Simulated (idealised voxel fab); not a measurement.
process module | voxel tone inversion
cross-section cut | 230 nm wide | cells 5 nm
A cross-section is a grid of square cells, given in bands from the top down. A band is one or more rows of cells.
Each band's line starts with the height of the band's top and of its bottom, in nm. Then come its materials from left to right, each with its width in nm. One material with "throughout" fills the band from edge to edge. "air" is empty space.
Height 0 is the level under which the wafer as received is all one material. The lowest band goes on downwards, as in "0 down".
A width such as "30 to 40" changes by the same amount from each row of cells to the next, from the band's top row to its bottom row.
"no change" after a step means that no cell of the cross-section changed.
closed voids: empty space of 8 cells or more with no open way to the top, each as width x height at its distance from the left edge, in nm
after a step's settings: what the simulator itself notes on the step
overlay nm, on a step with a mask: how far to the right of its planned place the mask lay; to the left if negative
plan
1 op RECEIVE | material Si
2 op CONFORMAL_DEP | material SiCN | thk nm 5
3 op DIRECTIONAL_DEP | material polySi | thk nm 25
4 op PATTERN | tone cover | mask id POSTS | material resist | width nm 25 | pitch nm 50 | thk nm 35 | overlay nm 0
5 op DIRECTIONAL_ETCH | etch materials polySi | depth nm 25
6 op STRIP | etch materials resist
7 op FILL_DEP | material lowk | thk nm 5
8 op CMP | height nm 30
9 op STRIP | etch materials polySi
first wafer, as planned
as received, after step 1
  0 down: Si throughout
  closed voids: none
after step 2
  5 to 0: SiCN throughout
  below 0: unchanged
after step 3
  30 to 5: polySi throughout
  below 5: unchanged
after step 4
  65 to 30: air 50 | resist 25 | air 25 | resist 25 | air 25 | resist 25 | air 55
  below 30: unchanged
after step 5
  65 to 30: air 50 | resist 25 | air 25 | resist 25 | air 25 | resist 25 | air 55
  30 to 5: air 50 | polySi 25 | air 25 | polySi 25 | air 25 | polySi 25 | air 55
  below 5: unchanged
after step 6
  30 to 5: air 50 | polySi 25 | air 25 | polySi 25 | air 25 | polySi 25 | air 55
  below 5: unchanged
after step 7
  35 to 30: lowk throughout
  30 to 5: lowk 50 | polySi 25 | lowk 25 | polySi 25 | lowk 25 | polySi 25 | lowk 55
  below 5: unchanged
after step 8
  30 to 5: lowk 50 | polySi 25 | lowk 25 | polySi 25 | lowk 25 | polySi 25 | lowk 55
  below 5: unchanged
after step 9
  30 to 5: lowk 50 | air 25 | lowk 25 | air 25 | lowk 25 | air 25 | lowk 55
  below 5: unchanged
second wafer: like start, like plan, one mistake. Through step 3 it matches the first wafer
when step 4 should have ended
  65 to 30: air 60 | resist 25 | air 25 | resist 25 | air 25 | resist 25 | air 45
  below 30: unchanged
when step 5 should have ended
  65 to 30: air 60 | resist 25 | air 25 | resist 25 | air 25 | resist 25 | air 45
  30 to 5: air 60 | polySi 25 | air 25 | polySi 25 | air 25 | polySi 25 | air 45
  below 5: unchanged
when step 6 should have ended
  30 to 5: air 60 | polySi 25 | air 25 | polySi 25 | air 25 | polySi 25 | air 45
  below 5: unchanged
when step 7 should have ended
  35 to 30: lowk throughout
  30 to 5: lowk 60 | polySi 25 | lowk 25 | polySi 25 | lowk 25 | polySi 25 | lowk 45
  below 5: unchanged
when step 8 should have ended
  30 to 5: lowk 60 | polySi 25 | lowk 25 | polySi 25 | lowk 25 | polySi 25 | lowk 45
  below 5: unchanged
when step 9 should have ended
  30 to 5: lowk 60 | air 25 | lowk 25 | air 25 | lowk 25 | air 25 | lowk 45
  below 5: unchanged
what went wrong: step 4 ran as: op PATTERN | tone cover | mask id POSTS | material resist | width nm 25 | pitch nm 50 | thk nm 35 | overlay nm 10
at the end the second wafer has, in cells: as many of each material as the first, in other places
